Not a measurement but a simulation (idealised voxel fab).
process module | voxel air gaps
cross-section cut | 230 nm wide | cells 5 nm
A cross-section is a grid of square cells, given in bands from the top down. A band is one or more rows of cells.
Each band's line starts with the height of the band's top and of its bottom, in nm. Then come its materials from left to right, each with its width in nm. One material with "throughout" fills the band from edge to edge. "air" is empty space.
Height 0 is the level under which the wafer as received is all one material. The lowest band goes on downwards, as in "0 down".
A width such as "30 to 40" changes by the same amount from each row of cells to the next, from the band's top row to its bottom row.
"no change" after a step means that no cell of the cross-section changed.
closed voids: empty space of 8 cells or more with no open way to the top, each as width x height at its distance from the left edge, in nm
after a step's settings: what the simulator itself notes on the step
overlay nm, on a step with a mask: how far to the right of its planned place the mask lay; to the left if negative
plan
1 op RECEIVE | material Si
2 op CONFORMAL_DEP | material SiO2 | thk nm 10
3 op CONFORMAL_DEP | material SiCN | thk nm 5
4 op DIRECTIONAL_DEP | material SiO2 | thk nm 35
5 op PATTERN | tone open | mask id LINES | material resist | width nm 15 | pitch nm 40 | thk nm 20 | overlay nm 0
6 op DIRECTIONAL_ETCH | etch materials SiO2 | depth nm 35
7 op STRIP | etch materials resist
8 op CONFORMAL_DEP | material TiN | thk nm 5
9 op FILL_DEP | material W | thk nm 5
10 op CMP | height nm 50
11 op EPI | material Ru | thk nm 10
12 op SELECTIVE_ETCH | etch materials SiO2 | depth nm 45
13 op CONFORMAL_DEP | material SiCN | thk nm 5
varied across the wafers: width nm of step 5. The plan shows the first wafer's value. All wafers start alike
first wafer as received, after step 1
  0 down: Si throughout
  closed voids: none
first wafer at the end, after step 13
  65 to 60: air 50 | SiCN 125 | air 55
  60 to 50: air 50 | SiCN 5 | Ru 35 | SiCN 5 | Ru 35 | SiCN 5 | Ru 35 | SiCN 5 | air 55
  50 to 45: air 50 | SiCN 15 | TiN 5 | W 5 | TiN 5 | SiCN 25 | TiN 5 | W 5 | TiN 5 | SiCN 25 | TiN 5 | W 5 | TiN 5 | SiCN 15 | air 55
  45 to 20: air 60 | SiCN 5 | TiN 5 | W 5 | TiN 5 | SiCN 5 | air 15 | SiCN 5 | TiN 5 | W 5 | TiN 5 | SiCN 5 | air 15 | SiCN 5 | TiN 5 | W 5 | TiN 5 | SiCN 5 | air 65
  20 to 15: SiCN 65 | TiN 15 | SiCN 25 | TiN 15 | SiCN 25 | TiN 15 | SiCN 70
  15 to 10: SiCN throughout
  10 to 0: SiO2 throughout
  0 down: Si throughout
  closed voids: 15 x 25 at 85; 15 x 25 at 125
last wafer at the end
  65 to 60: air 45 | SiCN 135 | air 50
  60 to 50: air 45 | SiCN 5 | Ru 125 | SiCN 5 | air 50
  50 to 45: air 45 | SiCN 15 | TiN 5 | W 15 | TiN 5 | SiO2 15 | TiN 5 | W 15 | TiN 5 | SiO2 15 | TiN 5 | W 15 | TiN 5 | SiCN 15 | air 50
  45 to 20: air 55 | SiCN 5 | TiN 5 | W 15 | TiN 5 | SiO2 15 | TiN 5 | W 15 | TiN 5 | SiO2 15 | TiN 5 | W 15 | TiN 5 | SiCN 5 | air 60
  20 to 15: SiCN 60 | TiN 25 | SiO2 15 | TiN 25 | SiO2 15 | TiN 25 | SiCN 65
  15 to 10: SiCN throughout
  10 to 0: SiO2 throughout
  0 down: Si throughout
  closed voids: none
each wafer at the end: cells of each material gained (+) or lost (-) since it was received, then its closed voids
width nm 15 | +42 Ru | +162 SiCN | +92 SiO2 | +45 TiN | +18 W | closed voids: 15 x 25 at 85; 15 x 25 at 125
width nm 20 | +48 Ru | +118 SiCN | +148 SiO2 | +48 TiN | +36 W | closed voids: none
width nm 25 | +50 Ru | +118 SiCN | +134 SiO2 | +51 TiN | +54 W | closed voids: none
